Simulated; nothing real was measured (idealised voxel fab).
process module | voxel trench capacitor
cross-section cut | 230 nm wide | cells 5 nm
A cross-section is a grid of square cells, given in bands from the top down. A band is one or more rows of cells.
Each band's line starts with the height of the band's top and of its bottom, in nm. Then come its materials from left to right, each with its width in nm. One material with "throughout" fills the band from edge to edge. "air" is empty space.
Height 0 is the level under which the wafer as received is all one material. The lowest band goes on downwards, as in "0 down".
A width such as "30 to 40" changes by the same amount from each row of cells to the next, from the band's top row to its bottom row.
"no change" after a step means that no cell of the cross-section changed.
closed voids: empty space of 8 cells or more with no open way to the top, each as width x height at its distance from the left edge, in nm
after a step's settings: what the simulator itself notes on the step
overlay nm, on a step with a mask: how far to the right of its planned place the mask lay; to the left if negative
plan
1 op RECEIVE | material Si
2 op CONFORMAL_DEP | material SiN | thk nm 5
3 op DIRECTIONAL_DEP | material aC | thk nm 10
4 op PATTERN | tone open | mask id TRENCH | material resist | width nm 30 | pitch nm 55 | thk nm 30 | overlay nm 0
5 op DIRECTIONAL_ETCH | etch materials aC | depth nm 10
6 op STRIP | etch materials resist
7 op DIRECTIONAL_ETCH | etch materials SiN | depth nm 5
8 op DIRECTIONAL_ETCH | etch materials Si | depth nm 30
9 op STRIP | etch materials aC
10 op CONFORMAL_DEP | material HfO2 | thk nm 5
11 op CONFORMAL_DEP | material TiN | thk nm 5
12 op FILL_DEP | material W | thk nm 5
13 op CMP | height nm 5
as received, after step 1
  0 down: Si throughout
  closed voids: none
first wafer at the end, as planned
  5 to 0: SiN 70 | HfO2 5 | TiN 5 | W 10 | TiN 5 | HfO2 5 | SiN 25 | HfO2 5 | TiN 5 | W 10 | TiN 5 | HfO2 5 | SiN 75
  0 to -20: Si 70 | HfO2 5 | TiN 5 | W 10 | TiN 5 | HfO2 5 | Si 25 | HfO2 5 | TiN 5 | W 10 | TiN 5 | HfO2 5 | Si 75
  -20 to -25: Si 70 | HfO2 5 | TiN 20 | HfO2 5 | Si 25 | HfO2 5 | TiN 20 | HfO2 5 | Si 75
  -25 to -30: Si 70 | HfO2 30 | Si 25 | HfO2 30 | Si 75
  -30 down: Si throughout
  closed voids: none
second wafer at the end: like start, like plan, one mistake
  5 to 0: SiN 70 | TiN 5 | HfO2 5 | W 10 | HfO2 5 | TiN 5 | SiN 25 | TiN 5 | HfO2 5 | W 10 | HfO2 5 | TiN 5 | SiN 75
  0 to -20: Si 70 | TiN 5 | HfO2 5 | W 10 | HfO2 5 | TiN 5 | Si 25 | TiN 5 | HfO2 5 | W 10 | HfO2 5 | TiN 5 | Si 75
  -20 to -25: Si 70 | TiN 5 | HfO2 20 | TiN 5 | Si 25 | TiN 5 | HfO2 20 | TiN 5 | Si 75
  -25 to -30: Si 70 | TiN 30 | Si 25 | TiN 30 | Si 75
  -30 down: Si throughout
  closed voids: none
what went wrong: steps 10 and 11 were swapped
at the end the second wafer has, in cells: 8 fewer of HfO2 | 8 more of TiN
